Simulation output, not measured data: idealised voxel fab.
The name of this process module is voxel wiring stack.
cross-section cut | 200 nm wide | cells 5 nm
Bands, listed from the top down, are how a cross-section gets written in this document; the cross-section itself is a grid of square cells, and a band is one or more rows of them. Heads up on the band format: heights come first, top then bottom, in nm. After that it's the materials left to right, each with its width in nm. A single material flagged "edge to edge" fills the whole band edge to edge, and "empty" means there's empty space there. Heights are reckoned from 0. Under this level, the received wafer is all of one material. The bottommost band is open-ended downward, for example "0 down". Top row gets the first number, bottom row gets the second, and each row in between changes by the same step: that is how a band width like "30..40" works. Any step labelled "nothing changed" changed none of the cells in the cross-section. Encapsulated voids: empty space of 8 cells or more with no open way to the top, each as width x height at its distance from the left edge, in nm. Step line, after settings: the simulator's comment on this step. "overlay nm" denotes, for a step that has a mask, the displacement of the mask to the right of its planned place, with negative values corresponding to the left. Guide to the pairs. Each holds a before and an after cross-section around one process step; the after cross-section is cut off at the lowest band that changed. Look under the pair for the step between them and its settings. Pairs can come from different runs of this module on the same starting wafer, so a pair follows on from the one above it only where its entry headed "Pre-process cross-section" says it does.

PRE-PROCESS CROSS-SECTION
160 to 145: resist 65 nm | empty 25 nm | resist 20 nm | empty 25 nm | resist 65 nm
145 to 130: aC 65 nm | empty 25 nm | aC 20 nm | empty 25 nm | aC 65 nm
130 to 110: lowk edge to edge
110 to 105: SiN edge to edge
105 to 95: SiO2 65 nm | Ru 15 nm | SiO2 120 nm
95 to 90: SiCN 65 nm | Ru 15 nm | SiCN 120 nm
90 to 85: lowk 65 nm | TiN 5 nm | Ru 15 nm | TiN 5 nm | lowk 20 nm | TiN 5 nm | Ru 15 nm | TiN 5 nm | lowk 65 nm
85 to 80: SiN 65 nm | TiN 25 nm | SiN 20 nm | TiN 25 nm | SiN 65 nm
80 to 65: SiO2 65 nm | SiN 5 nm | TiN 5 nm | SiN 5 nm | SiO2 30 nm | SiN 5 nm | TiN 5 nm | SiN 5 nm | SiO2 75 nm
65 to 50: SiO2 edge to edge
50 to 45: SiCN edge to edge
45 to 20: lowk 65 nm | TiN 5 nm | Ru 15 nm | TiN 5 nm | lowk 20 nm | TiN 5 nm | Ru 15 nm | TiN 5 nm | lowk 65 nm
20 to 15: SiN 65 nm | TiN 25 nm | SiN 20 nm | TiN 25 nm | SiN 65 nm
15 to 0: SiO2 edge to edge
0 down: Si edge to edge
Encapsulated voids: none

STEP RESULT
145 to 130: aC 65 nm | empty 25 nm | aC 20 nm | empty 25 nm | aC 65 nm
Under the height 130 nothing was changed.
Encapsulated voids: none
The two cross-sections above bracket this step: STRIP: etch materials resist

Pre-process cross-section: no separate figure, the pair right above already shows it after its step.

STEP RESULT
145 to 130: aC 65 nm | empty 25 nm | aC 20 nm | empty 25 nm | aC 65 nm
130 to 110: lowk 65 nm | empty 25 nm | lowk 20 nm | empty 25 nm | lowk 65 nm
Under the height 110 nothing was changed.
Encapsulated voids: none
The two cross-sections above bracket this step: DIRECTIONAL_ETCH: etch materials lowk, depth nm 20

Pre-process cross-section: no separate figure, the pair right above already shows it after its step.

STEP RESULT
145 to 130: aC 65 nm | empty 25 nm | aC 20 nm | empty 25 nm | aC 65 nm
130 to 110: lowk 65 nm | empty 25 nm | lowk 20 nm | empty 25 nm | lowk 65 nm
110 to 105: SiN 65 nm | empty 25 nm | SiN 20 nm | empty 25 nm | SiN 65 nm
Under the height 105 nothing was changed.
Encapsulated voids: none
The two cross-sections above bracket this step: DIRECTIONAL_ETCH: etch materials SiN, depth nm 5

Pre-process cross-section: no separate figure, the pair right above already shows it after its step.

STEP RESULT
130 to 110: lowk 65 nm | empty 25 nm | lowk 20 nm | empty 25 nm | lowk 65 nm
Under the height 110 nothing was changed.
Encapsulated voids: none
The two cross-sections above bracket this step: STRIP: etch materials aC

Pre-process cross-section: no separate figure, the pair right above already shows it after its step.

STEP RESULT
135 to 130: TiN 70 nm | empty 15 nm | TiN 30 nm | empty 15 nm | TiN 70 nm
130 to 110: lowk 65 nm | TiN 5 nm | empty 15 nm | TiN 5 nm | lowk 20 nm | TiN 5 nm | empty 15 nm | TiN 5 nm | lowk 65 nm
110 to 105: SiN 65 nm | TiN 25 nm | SiN 20 nm | TiN 25 nm | SiN 65 nm
Under the height 105 nothing was changed.
Encapsulated voids: none
The two cross-sections above bracket this step: CONFORMAL_DEP: material TiN, thk nm 5

Pre-process cross-section: no separate figure, the pair right above already shows it after its step.

STEP RESULT
140 to 135: Ru edge to edge
135 to 130: TiN 70 nm | Ru 15 nm | TiN 30 nm | Ru 15 nm | TiN 70 nm
130 to 110: lowk 65 nm | TiN 5 nm | Ru 15 nm | TiN 5 nm | lowk 20 nm | TiN 5 nm | Ru 15 nm | TiN 5 nm | lowk 65 nm
Under the height 110 nothing was changed.
Encapsulated voids: none
The two cross-sections above bracket this step: FILL_DEP: material Ru, thk nm 5

Pre-process cross-section: no separate figure, the pair right above already shows it after its step.

STEP RESULT
130 to 110: lowk 65 nm | TiN 5 nm | Ru 15 nm | TiN 5 nm | lowk 20 nm | TiN 5 nm | Ru 15 nm | TiN 5 nm | lowk 65 nm
Under the height 110 nothing was changed.
Encapsulated voids: none
The two cross-sections above bracket this step: CMP: height nm 130

Pre-process cross-section: no separate figure, the pair right above already shows it after its step.

STEP RESULT
135 to 130: SiCN edge to edge
Under the height 130 nothing was changed.
Encapsulated voids: none
The two cross-sections above bracket this step: CONFORMAL_DEP: material SiCN, thk nm 5

PRE-PROCESS CROSS-SECTION
90 to 70: lowk 65 nm | TiN 5 nm | Ru 15 nm | TiN 5 nm | lowk 20 nm | TiN 5 nm | Ru 15 nm | TiN 5 nm | lowk 65 nm
70 to 65: SiN 65 nm | TiN 25 nm | SiN 20 nm | TiN 25 nm | SiN 65 nm
65 to 50: SiO2 65 nm | Ru 15 nm | SiO2 30 nm | Ru 15 nm | SiO2 75 nm
50 to 45: SiCN 65 nm | Ru 15 nm | SiCN 30 nm | Ru 15 nm | SiCN 75 nm
45 to 20: lowk 65 nm | TiN 5 nm | Ru 15 nm | TiN 5 nm | lowk 20 nm | TiN 5 nm | Ru 15 nm | TiN 5 nm | lowk 65 nm
20 to 15: SiN 65 nm | TiN 25 nm | SiN 20 nm | TiN 25 nm | SiN 65 nm
15 to 0: SiO2 edge to edge
0 down: Si edge to edge
Encapsulated voids: none

STEP RESULT
100 to 90: SiO2 edge to edge
Under the height 90 nothing was changed.
Encapsulated voids: none
The two cross-sections above bracket this step: DIRECTIONAL_DEP: material SiO2, thk nm 10

Pre-process cross-section: no separate figure, the pair right above already shows it after its step.

STEP RESULT
105 to 100: SiCN edge to edge
Under the height 100 nothing was changed.
Encapsulated voids: none
The two cross-sections above bracket this step: CONFORMAL_DEP: material SiCN, thk nm 5

Pre-process cross-section: no separate figure, the pair right above already shows it after its step.

STEP RESULT
105 to 100: SiCN 65 nm | empty 15 nm | SiCN 120 nm
Under the height 100 nothing was changed.
Encapsulated voids: none
The two cross-sections above bracket this step: MASKED_ETCH: tone open, mask id PLUG_2, width nm 15, etch materials SiCN, depth nm 5, overlay nm 0

Pre-process cross-section: no separate figure, the pair right above already shows it after its step.

STEP RESULT
110 to 105: SiN 70 nm | empty 5 nm | SiN 125 nm
105 to 100: SiCN 65 nm | SiN 15 nm | SiCN 120 nm
Under the height 100 nothing was changed.
Encapsulated voids: none
The two cross-sections above bracket this step: CONFORMAL_DEP: material SiN, thk nm 5

Pre-process cross-section: no separate figure, the pair right above already shows it after its step.

STEP RESULT
130 to 125: lowk 70 nm | empty 5 nm | lowk 125 nm
125 to 110: lowk edge to edge
110 to 105: SiN 70 nm | lowk 5 nm | SiN 125 nm
Under the height 105 nothing was changed.
Encapsulated voids: none
The two cross-sections above bracket this step: DIRECTIONAL_DEP: material lowk, thk nm 20

Pre-process cross-section: no separate figure, the pair right above already shows it after its step.

STEP RESULT
145 to 140: aC 70 nm | empty 5 nm | aC 125 nm
140 to 130: aC edge to edge
130 to 125: lowk 70 nm | aC 5 nm | lowk 125 nm
Under the height 125 nothing was changed.
Encapsulated voids: none
The two cross-sections above bracket this step: DIRECTIONAL_DEP: material aC, thk nm 15

Pre-process cross-section: no separate figure, the pair right above already shows it after its step.

STEP RESULT
175 to 145: resist 65 nm | empty 25 nm | resist 20 nm | empty 25 nm | resist 65 nm
Under the height 145 nothing was changed.
Encapsulated voids: none
The two cross-sections above bracket this step: PATTERN: tone open, mask id METAL_3, material resist, width nm 25, pitch nm 45, thk nm 30, overlay nm 0

Pre-process cross-section: no separate figure, the pair right above already shows it after its step.

STEP RESULT
160 to 145: resist 65 nm | empty 25 nm | resist 20 nm | empty 25 nm | resist 65 nm
145 to 130: aC 65 nm | empty 25 nm | aC 20 nm | empty 25 nm | aC 65 nm
130 to 125: lowk 70 nm | empty 5 nm | lowk 125 nm
Under the height 125 nothing was changed.
Encapsulated voids: none
The two cross-sections above bracket this step: DIRECTIONAL_ETCH: etch materials aC, depth nm 15

Pre-process cross-section: no separate figure, the pair right above already shows it after its step.

STEP RESULT
145 to 130: aC 65 nm | empty 25 nm | aC 20 nm | empty 25 nm | aC 65 nm
Under the height 130 nothing was changed.
Encapsulated voids: none
The two cross-sections above bracket this step: STRIP: etch materials resist

Pre-process cross-section: no separate figure, the pair right above already shows it after its step.

STEP RESULT
145 to 130: aC 65 nm | empty 25 nm | aC 20 nm | empty 25 nm | aC 65 nm
130 to 110: lowk 65 nm | empty 25 nm | lowk 20 nm | empty 25 nm | lowk 65 nm
110 to 105: SiN 70 nm | empty 5 nm | SiN 125 nm
Under the height 105 nothing was changed.
Encapsulated voids: none
The two cross-sections above bracket this step: DIRECTIONAL_ETCH: etch materials lowk, depth nm 20

Pre-process cross-section: no separate figure, the pair right above already shows it after its step.

STEP RESULT
145 to 130: aC 65 nm | empty 25 nm | aC 20 nm | empty 25 nm | aC 65 nm
130 to 110: lowk 65 nm | empty 25 nm | lowk 20 nm | empty 25 nm | lowk 65 nm
110 to 105: SiN 65 nm | empty 25 nm | SiN 20 nm | empty 25 nm | SiN 65 nm
105 to 100: SiCN 65 nm | SiN 5 nm | empty 5 nm | SiN 5 nm | SiCN 120 nm
Under the height 100 nothing was changed.
Encapsulated voids: none
The two cross-sections above bracket this step: DIRECTIONAL_ETCH: etch materials SiN, depth nm 5

Pre-process cross-section: no separate figure, the pair right above already shows it after its step.

STEP RESULT
130 to 110: lowk 65 nm | empty 25 nm | lowk 20 nm | empty 25 nm | lowk 65 nm
Under the height 110 nothing was changed.
Encapsulated voids: none
The two cross-sections above bracket this step: STRIP: etch materials aC

Pre-process cross-section: no separate figure, the pair right above already shows it after its step.

STEP RESULT
135 to 130: TiN 70 nm | empty 15 nm | TiN 30 nm | empty 15 nm | TiN 70 nm
130 to 110: lowk 65 nm | TiN 5 nm | empty 15 nm | TiN 5 nm | lowk 20 nm | TiN 5 nm | empty 15 nm | TiN 5 nm | lowk 65 nm
110 to 105: SiN 65 nm | TiN 25 nm | SiN 20 nm | TiN 25 nm | SiN 65 nm
105 to 100: SiCN 65 nm | SiN 5 nm | TiN 5 nm | SiN 5 nm | SiCN 120 nm
Under the height 100 nothing was changed.
Encapsulated voids: none
The two cross-sections above bracket this step: CONFORMAL_DEP: material TiN, thk nm 5

Pre-process cross-section: no separate figure, the pair right above already shows it after its step.

STEP RESULT
140 to 135: Ru edge to edge
135 to 130: TiN 70 nm | Ru 15 nm | TiN 30 nm | Ru 15 nm | TiN 70 nm
130 to 110: lowk 65 nm | TiN 5 nm | Ru 15 nm | TiN 5 nm | lowk 20 nm | TiN 5 nm | Ru 15 nm | TiN 5 nm | lowk 65 nm
Under the height 110 nothing was changed.
Encapsulated voids: none
The two cross-sections above bracket this step: FILL_DEP: material Ru, thk nm 5

Pre-process cross-section: no separate figure, the pair right above already shows it after its step.

STEP RESULT
130 to 110: lowk 65 nm | TiN 5 nm | Ru 15 nm | TiN 5 nm | lowk 20 nm | TiN 5 nm | Ru 15 nm | TiN 5 nm | lowk 65 nm
Under the height 110 nothing was changed.
Encapsulated voids: none
The two cross-sections above bracket this step: CMP: height nm 130

Pre-process cross-section: no separate figure, the pair right above already shows it after its step.

STEP RESULT
135 to 130: SiCN edge to edge
Under the height 130 nothing was changed.
Encapsulated voids: none
The two cross-sections above bracket this step: CONFORMAL_DEP: material SiCN, thk nm 5

PRE-PROCESS CROSS-SECTION
90 to 70: lowk 65 nm | TiN 5 nm | Ru 15 nm | TiN 5 nm | lowk 20 nm | TiN 5 nm | Ru 15 nm | TiN 5 nm | lowk 65 nm
70 to 65: SiN 65 nm | TiN 25 nm | SiN 20 nm | TiN 25 nm | SiN 65 nm
65 to 50: SiO2 65 nm | Ru 15 nm | SiO2 30 nm | Ru 15 nm | SiO2 75 nm
50 to 45: SiCN 65 nm | Ru 15 nm | SiCN 30 nm | Ru 15 nm | SiCN 75 nm
45 to 20: lowk 65 nm | TiN 5 nm | Ru 15 nm | TiN 5 nm | lowk 20 nm | TiN 5 nm | Ru 15 nm | TiN 5 nm | lowk 65 nm
20 to 15: SiN 65 nm | TiN 25 nm | SiN 20 nm | TiN 25 nm | SiN 65 nm
15 to 0: SiO2 edge to edge
0 down: Si edge to edge
Encapsulated voids: none

STEP RESULT
105 to 90: SiCN edge to edge
Under the height 90 nothing was changed.
Encapsulated voids: none
The two cross-sections above bracket this step: CONFORMAL_DEP: material SiCN, thk nm 15

Pre-process cross-section: no separate figure, the pair right above already shows it after its step.

STEP RESULT
115 to 105: SiO2 edge to edge
Under the height 105 nothing was changed.
Encapsulated voids: none
The two cross-sections above bracket this step: DIRECTIONAL_DEP: material SiO2, thk nm 10

Pre-process cross-section: no separate figure, the pair right above already shows it after its step.

STEP RESULT
115 to 105: SiO2 65 nm | empty 15 nm | SiO2 120 nm
Under the height 105 nothing was changed.
Encapsulated voids: none
The two cross-sections above bracket this step: MASKED_ETCH: tone open, mask id PLUG_2, width nm 15, etch materials SiO2, depth nm 10, overlay nm 0

Pre-process cross-section: no separate figure, the pair right above already shows it after its step.

STEP RESULT
115 to 105: SiO2 65 nm | empty 15 nm | SiO2 120 nm
105 to 100: SiCN 65 nm | empty 15 nm | SiCN 120 nm
Under the height 100 nothing was changed.
Encapsulated voids: none
The two cross-sections above bracket this step: MASKED_ETCH: tone open, mask id PLUG_2, width nm 15, etch materials SiCN, depth nm 5, overlay nm 0

Pre-process cross-section: no separate figure, the pair right above already shows it after its step.

STEP RESULT
120 to 115: SiN 70 nm | empty 5 nm | SiN 125 nm
115 to 105: SiO2 65 nm | SiN 5 nm | empty 5 nm | SiN 5 nm | SiO2 120 nm
105 to 100: SiCN 65 nm | SiN 15 nm | SiCN 120 nm
Under the height 100 nothing was changed.
Encapsulated voids: none
The two cross-sections above bracket this step: CONFORMAL_DEP: material SiN, thk nm 5

Pre-process cross-section: no separate figure, the pair right above already shows it after its step.

STEP RESULT
140 to 125: lowk 70 nm | empty 5 nm | lowk 125 nm
125 to 120: lowk edge to edge
120 to 115: SiN 70 nm | lowk 5 nm | SiN 125 nm
115 to 105: SiO2 65 nm | SiN 5 nm | lowk 5 nm | SiN 5 nm | SiO2 120 nm
Under the height 105 nothing was changed.
Encapsulated voids: none
The two cross-sections above bracket this step: DIRECTIONAL_DEP: material lowk, thk nm 20

Pre-process cross-section: no separate figure, the pair right above already shows it after its step.

STEP RESULT
155 to 140: aC 70 nm | empty 5 nm | aC 125 nm
140 to 125: lowk 70 nm | aC 5 nm | lowk 125 nm
Under the height 125 nothing was changed.
Encapsulated voids: none
The two cross-sections above bracket this step: DIRECTIONAL_DEP: material aC, thk nm 15

Pre-process cross-section: no separate figure, the pair right above already shows it after its step.

STEP RESULT
185 to 155: resist 65 nm | empty 25 nm | resist 20 nm | empty 25 nm | resist 65 nm
Under the height 155 nothing was changed.
Encapsulated voids: none
The two cross-sections above bracket this step: PATTERN: tone open, mask id METAL_3, material resist, width nm 25, pitch nm 45, thk nm 30, overlay nm 0

Pre-process cross-section: no separate figure, the pair right above already shows it after its step.

STEP RESULT
170 to 155: resist 65 nm | empty 25 nm | resist 20 nm | empty 25 nm | resist 65 nm
155 to 140: aC 65 nm | empty 25 nm | aC 20 nm | empty 25 nm | aC 65 nm
140 to 125: lowk 70 nm | empty 5 nm | lowk 125 nm
Under the height 125 nothing was changed.
Encapsulated voids: none
The two cross-sections above bracket this step: DIRECTIONAL_ETCH: etch materials aC, depth nm 15

Pre-process cross-section: no separate figure, the pair right above already shows it after its step.

STEP RESULT
155 to 140: aC 65 nm | empty 25 nm | aC 20 nm | empty 25 nm | aC 65 nm
Under the height 140 nothing was changed.
Encapsulated voids: none
The two cross-sections above bracket this step: STRIP: etch materials resist

Pre-process cross-section: no separate figure, the pair right above already shows it after its step.

STEP RESULT
155 to 140: aC 65 nm | empty 25 nm | aC 20 nm | empty 25 nm | aC 65 nm
140 to 120: lowk 65 nm | empty 25 nm | lowk 20 nm | empty 25 nm | lowk 65 nm
120 to 115: SiN 70 nm | empty 5 nm | SiN 125 nm
115 to 105: SiO2 65 nm | SiN 5 nm | empty 5 nm | SiN 5 nm | SiO2 120 nm
Under the height 105 nothing was changed.
Encapsulated voids: none
The two cross-sections above bracket this step: DIRECTIONAL_ETCH: etch materials lowk, depth nm 20

Pre-process cross-section: no separate figure, the pair right above already shows it after its step.

STEP RESULT
155 to 140: aC 65 nm | empty 25 nm | aC 20 nm | empty 25 nm | aC 65 nm
140 to 120: lowk 65 nm | empty 25 nm | lowk 20 nm | empty 25 nm | lowk 65 nm
120 to 115: SiN 65 nm | empty 25 nm | SiN 20 nm | empty 25 nm | SiN 65 nm
115 to 105: SiO2 65 nm | SiN 5 nm | empty 5 nm | SiN 5 nm | SiO2 120 nm
105 to 100: SiCN 65 nm | SiN 5 nm | empty 5 nm | SiN 5 nm | SiCN 120 nm
Under the height 100 nothing was changed.
Encapsulated voids: none
The two cross-sections above bracket this step: DIRECTIONAL_ETCH: etch materials SiN, depth nm 5

Pre-process cross-section: no separate figure, the pair right above already shows it after its step.

STEP RESULT
140 to 120: lowk 65 nm | empty 25 nm | lowk 20 nm | empty 25 nm | lowk 65 nm
Under the height 120 nothing was changed.
Encapsulated voids: none
The two cross-sections above bracket this step: STRIP: etch materials aC

Pre-process cross-section: no separate figure, the pair right above already shows it after its step.

STEP RESULT
145 to 140: TiN 70 nm | empty 15 nm | TiN 30 nm | empty 15 nm | TiN 70 nm
140 to 120: lowk 65 nm | TiN 5 nm | empty 15 nm | TiN 5 nm | lowk 20 nm | TiN 5 nm | empty 15 nm | TiN 5 nm | lowk 65 nm
120 to 115: SiN 65 nm | TiN 25 nm | SiN 20 nm | TiN 25 nm | SiN 65 nm
115 to 105: SiO2 65 nm | SiN 5 nm | TiN 5 nm | SiN 5 nm | SiO2 120 nm
105 to 100: SiCN 65 nm | SiN 5 nm | TiN 5 nm | SiN 5 nm | SiCN 120 nm
Under the height 100 nothing was changed.
Encapsulated voids: none
The two cross-sections above bracket this step: CONFORMAL_DEP: material TiN, thk nm 5

Pre-process cross-section: no separate figure, the pair right above already shows it after its step.

STEP RESULT
150 to 145: Ru edge to edge
145 to 140: TiN 70 nm | Ru 15 nm | TiN 30 nm | Ru 15 nm | TiN 70 nm
140 to 120: lowk 65 nm | TiN 5 nm | Ru 15 nm | TiN 5 nm | lowk 20 nm | TiN 5 nm | Ru 15 nm | TiN 5 nm | lowk 65 nm
Under the height 120 nothing was changed.
Encapsulated voids: none
The two cross-sections above bracket this step: FILL_DEP: material Ru, thk nm 5

Pre-process cross-section: no separate figure, the pair right above already shows it after its step.

STEP RESULT
130 to 120: lowk 65 nm | TiN 5 nm | Ru 15 nm | TiN 5 nm | lowk 20 nm | TiN 5 nm | Ru 15 nm | TiN 5 nm | lowk 65 nm
Under the height 120 nothing was changed.
Encapsulated voids: none
The two cross-sections above bracket this step: CMP: height nm 130

Pre-process cross-section: no separate figure, the pair right above already shows it after its step.

STEP RESULT
135 to 130: SiCN edge to edge
Under the height 130 nothing was changed.
Encapsulated voids: none
The two cross-sections above bracket this step: CONFORMAL_DEP: material SiCN, thk nm 5

PRE-PROCESS CROSS-SECTION
65 to 50: SiO2 edge to edge
50 to 45: SiCN edge to edge
45 to 20: lowk 65 nm | TiN 5 nm | Ru 15 nm | TiN 5 nm | lowk 20 nm | TiN 5 nm | Ru 15 nm | TiN 5 nm | lowk 65 nm
20 to 15: SiN 65 nm | TiN 25 nm | SiN 20 nm | TiN 25 nm | SiN 65 nm
15 to 0: SiO2 edge to edge
0 down: Si edge to edge
Encapsulated voids: none

STEP RESULT
65 to 50: SiO2 65 nm | empty 20 nm | SiO2 25 nm | empty 20 nm | SiO2 70 nm
Under the height 50 nothing was changed.
Encapsulated voids: none
The two cross-sections above bracket this step: MASKED_ETCH: tone open, mask id PLUG_1, width nm 20, pitch nm 45, etch materials SiO2, depth nm 15, overlay nm 0

Pre-process cross-section: no separate figure, the pair right above already shows it after its step.

STEP RESULT
65 to 50: SiO2 65 nm | empty 20 nm | SiO2 25 nm | empty 20 nm | SiO2 70 nm
50 to 45: SiCN 65 nm | empty 15 nm | SiCN 30 nm | empty 15 nm | SiCN 75 nm
Under the height 45 nothing was changed.
Encapsulated voids: none
The two cross-sections above bracket this step: MASKED_ETCH: tone open, mask id PLUG_1, width nm 15, pitch nm 45, etch materials SiCN, depth nm 5, overlay nm 0

Pre-process cross-section: no separate figure, the pair right above already shows it after its step.

STEP RESULT
65 to 55: SiO2 65 nm | empty 20 nm | SiO2 25 nm | empty 20 nm | SiO2 70 nm
55 to 50: SiO2 65 nm | Ru 20 nm | SiO2 25 nm | Ru 20 nm | SiO2 70 nm
50 to 45: SiCN 65 nm | Ru 15 nm | SiCN 30 nm | Ru 15 nm | SiCN 75 nm
Under the height 45 nothing was changed.
Encapsulated voids: none
The two cross-sections above bracket this step: EPI: material Ru, thk nm 10

Pre-process cross-section: no separate figure, the pair right above already shows it after its step.

STEP RESULT
65 to 50: SiO2 65 nm | Ru 20 nm | SiO2 25 nm | Ru 20 nm | SiO2 70 nm
Under the height 50 nothing was changed.
Encapsulated voids: none
The two cross-sections above bracket this step: EPI: material Ru, thk nm 10

Pre-process cross-section: no separate figure, the pair right above already shows it after its step.

STEP RESULT
70 to 65: SiN edge to edge
Under the height 65 nothing was changed.
Encapsulated voids: none
The two cross-sections above bracket this step: CONFORMAL_DEP: material SiN, thk nm 5

Pre-process cross-section: no separate figure, the pair right above already shows it after its step.

STEP RESULT
90 to 70: lowk edge to edge
Under the height 70 nothing was changed.
Encapsulated voids: none
The two cross-sections above bracket this step: DIRECTIONAL_DEP: material lowk, thk nm 20

Pre-process cross-section: no separate figure, the pair right above already shows it after its step.

STEP RESULT
90 to 70: lowk 65 nm | empty 25 nm | lowk 20 nm | empty 25 nm | lowk 65 nm
Under the height 70 nothing was changed.
Encapsulated voids: none
The two cross-sections above bracket this step: MASKED_ETCH: tone open, mask id METAL_2, width nm 25, pitch nm 45, etch materials lowk, depth nm 20, overlay nm 0

Pre-process cross-section: no separate figure, the pair right above already shows it after its step.

STEP RESULT
90 to 70: lowk 65 nm | empty 25 nm | lowk 20 nm | empty 25 nm | lowk 65 nm
70 to 65: SiN 65 nm | empty 25 nm | SiN 20 nm | empty 25 nm | SiN 65 nm
Under the height 65 nothing was changed.
Encapsulated voids: none
The two cross-sections above bracket this step: MASKED_ETCH: tone open, mask id METAL_2, width nm 25, pitch nm 45, etch materials SiN, depth nm 5, overlay nm 0

Pre-process cross-section: no separate figure, the pair right above already shows it after its step.

STEP RESULT
95 to 90: TiN 70 nm | empty 15 nm | TiN 30 nm | empty 15 nm | TiN 70 nm
90 to 70: lowk 65 nm | TiN 5 nm | empty 15 nm | TiN 5 nm | lowk 20 nm | TiN 5 nm | empty 15 nm | TiN 5 nm | lowk 65 nm
70 to 65: SiN 65 nm | TiN 25 nm | SiN 20 nm | TiN 25 nm | SiN 65 nm
Under the height 65 nothing was changed.
Encapsulated voids: none
The two cross-sections above bracket this step: CONFORMAL_DEP: material TiN, thk nm 5

Pre-process cross-section: no separate figure, the pair right above already shows it after its step.

STEP RESULT
105 to 95: Ru edge to edge
95 to 90: TiN 70 nm | Ru 15 nm | TiN 30 nm | Ru 15 nm | TiN 70 nm
90 to 70: lowk 65 nm | TiN 5 nm | Ru 15 nm | TiN 5 nm | lowk 20 nm | TiN 5 nm | Ru 15 nm | TiN 5 nm | lowk 65 nm
Under the height 70 nothing was changed.
Encapsulated voids: none
The two cross-sections above bracket this step: FILL_DEP: material Ru, thk nm 10

Pre-process cross-section: no separate figure, the pair right above already shows it after its step.

STEP RESULT
90 to 70: lowk 65 nm | TiN 5 nm | Ru 15 nm | TiN 5 nm | lowk 20 nm | TiN 5 nm | Ru 15 nm | TiN 5 nm | lowk 65 nm
Under the height 70 nothing was changed.
Encapsulated voids: none
The two cross-sections above bracket this step: CMP: height nm 90

Pre-process cross-section: no separate figure, the pair right above already shows it after its step.

STEP RESULT
95 to 90: SiCN edge to edge
Under the height 90 nothing was changed.
Encapsulated voids: none
The two cross-sections above bracket this step: CONFORMAL_DEP: material SiCN, thk nm 5

Pre-process cross-section: no separate figure, the pair right above already shows it after its step.

STEP RESULT
105 to 95: SiO2 edge to edge
Under the height 95 nothing was changed.
Encapsulated voids: none
The two cross-sections above bracket this step: DIRECTIONAL_DEP: material SiO2, thk nm 10

Pre-process cross-section: no separate figure, the pair right above already shows it after its step.

STEP RESULT
105 to 95: SiO2 65 nm | empty 15 nm | SiO2 120 nm
Under the height 95 nothing was changed.
Encapsulated voids: none
The two cross-sections above bracket this step: MASKED_ETCH: tone open, mask id PLUG_2, width nm 15, etch materials SiO2, depth nm 10, overlay nm 0

Pre-process cross-section: no separate figure, the pair right above already shows it after its step.

STEP RESULT
105 to 95: SiO2 65 nm | empty 15 nm | SiO2 120 nm
95 to 90: SiCN 65 nm | empty 15 nm | SiCN 120 nm
Under the height 90 nothing was changed.
Encapsulated voids: none
The two cross-sections above bracket this step: MASKED_ETCH: tone open, mask id PLUG_2, width nm 15, etch materials SiCN, depth nm 5, overlay nm 0

Pre-process cross-section: no separate figure, the pair right above already shows it after its step.

STEP RESULT
105 to 100: SiO2 65 nm | empty 15 nm | SiO2 120 nm
100 to 95: SiO2 65 nm | Ru 15 nm | SiO2 120 nm
95 to 90: SiCN 65 nm | Ru 15 nm | SiCN 120 nm
Under the height 90 nothing was changed.
Encapsulated voids: none
The two cross-sections above bracket this step: EPI: material Ru, thk nm 10

Pre-process cross-section: no separate figure, the pair right above already shows it after its step.

STEP RESULT
105 to 95: SiO2 65 nm | Ru 15 nm | SiO2 120 nm
Under the height 95 nothing was changed.
Encapsulated voids: none
The two cross-sections above bracket this step: EPI: material Ru, thk nm 5

Pre-process cross-section: no separate figure, the pair right above already shows it after its step.

STEP RESULT
110 to 105: SiN edge to edge
Under the height 105 nothing was changed.
Encapsulated voids: none
The two cross-sections above bracket this step: CONFORMAL_DEP: material SiN, thk nm 5

Pre-process cross-section: no separate figure, the pair right above already shows it after its step.

STEP RESULT
130 to 110: lowk edge to edge
Under the height 110 nothing was changed.
Encapsulated voids: none
The two cross-sections above bracket this step: DIRECTIONAL_DEP: material lowk, thk nm 20

Pre-process cross-section: no separate figure, the pair right above already shows it after its step.

STEP RESULT
145 to 130: aC edge to edge
Under the height 130 nothing was changed.
Encapsulated voids: none
The two cross-sections above bracket this step: DIRECTIONAL_DEP: material aC, thk nm 15

Pre-process cross-section: no separate figure, the pair right above already shows it after its step.

STEP RESULT
175 to 145: resist 65 nm | empty 25 nm | resist 20 nm | empty 25 nm | resist 65 nm
Under the height 145 nothing was changed.
Encapsulated voids: none
The two cross-sections above bracket this step: PATTERN: tone open, mask id METAL_3, material resist, width nm 25, pitch nm 45, thk nm 30, overlay nm 0

Pre-process cross-section: no separate figure, the pair right above already shows it after its step.

STEP RESULT
160 to 145: resist 65 nm | empty 25 nm | resist 20 nm | empty 25 nm | resist 65 nm
145 to 130: aC 65 nm | empty 25 nm | aC 20 nm | empty 25 nm | aC 65 nm
Under the height 130 nothing was changed.
Encapsulated voids: none
The two cross-sections above bracket this step: DIRECTIONAL_ETCH: etch materials aC, depth nm 15

Pre-process cross-section: no separate figure, the pair right above already shows it after its step.

STEP RESULT
145 to 130: aC 65 nm | empty 25 nm | aC 20 nm | empty 25 nm | aC 65 nm
Under the height 130 nothing was changed.
Encapsulated voids: none
The two cross-sections above bracket this step: STRIP: etch materials resist

Pre-process cross-section: no separate figure, the pair right above already shows it after its step.

STEP RESULT
145 to 130: aC 65 nm | empty 25 nm | aC 20 nm | empty 25 nm | aC 65 nm
130 to 110: lowk 65 nm | empty 25 nm | lowk 20 nm | empty 25 nm | lowk 65 nm
Under the height 110 nothing was changed.
Encapsulated voids: none
The two cross-sections above bracket this step: DIRECTIONAL_ETCH: etch materials lowk, depth nm 20

Pre-process cross-section: no separate figure, the pair right above already shows it after its step.

STEP RESULT
145 to 130: aC 65 nm | empty 25 nm | aC 20 nm | empty 25 nm | aC 65 nm
130 to 110: lowk 65 nm | empty 25 nm | lowk 20 nm | empty 25 nm | lowk 65 nm
110 to 105: SiN 65 nm | empty 25 nm | SiN 20 nm | empty 25 nm | SiN 65 nm
Under the height 105 nothing was changed.
Encapsulated voids: none
The two cross-sections above bracket this step: DIRECTIONAL_ETCH: etch materials SiN, depth nm 5

Pre-process cross-section: no separate figure, the pair right above already shows it after its step.

STEP RESULT
130 to 110: lowk 65 nm | empty 25 nm | lowk 20 nm | empty 25 nm | lowk 65 nm
Under the height 110 nothing was changed.
Encapsulated voids: none
The two cross-sections above bracket this step: STRIP: etch materials aC

Pre-process cross-section: no separate figure, the pair right above already shows it after its step.

STEP RESULT
135 to 130: TiN 70 nm | empty 15 nm | TiN 30 nm | empty 15 nm | TiN 70 nm
130 to 110: lowk 65 nm | TiN 5 nm | empty 15 nm | TiN 5 nm | lowk 20 nm | TiN 5 nm | empty 15 nm | TiN 5 nm | lowk 65 nm
110 to 105: SiN 65 nm | TiN 25 nm | SiN 20 nm | TiN 25 nm | SiN 65 nm
Under the height 105 nothing was changed.
Encapsulated voids: none
The two cross-sections above bracket this step: CONFORMAL_DEP: material TiN, thk nm 5
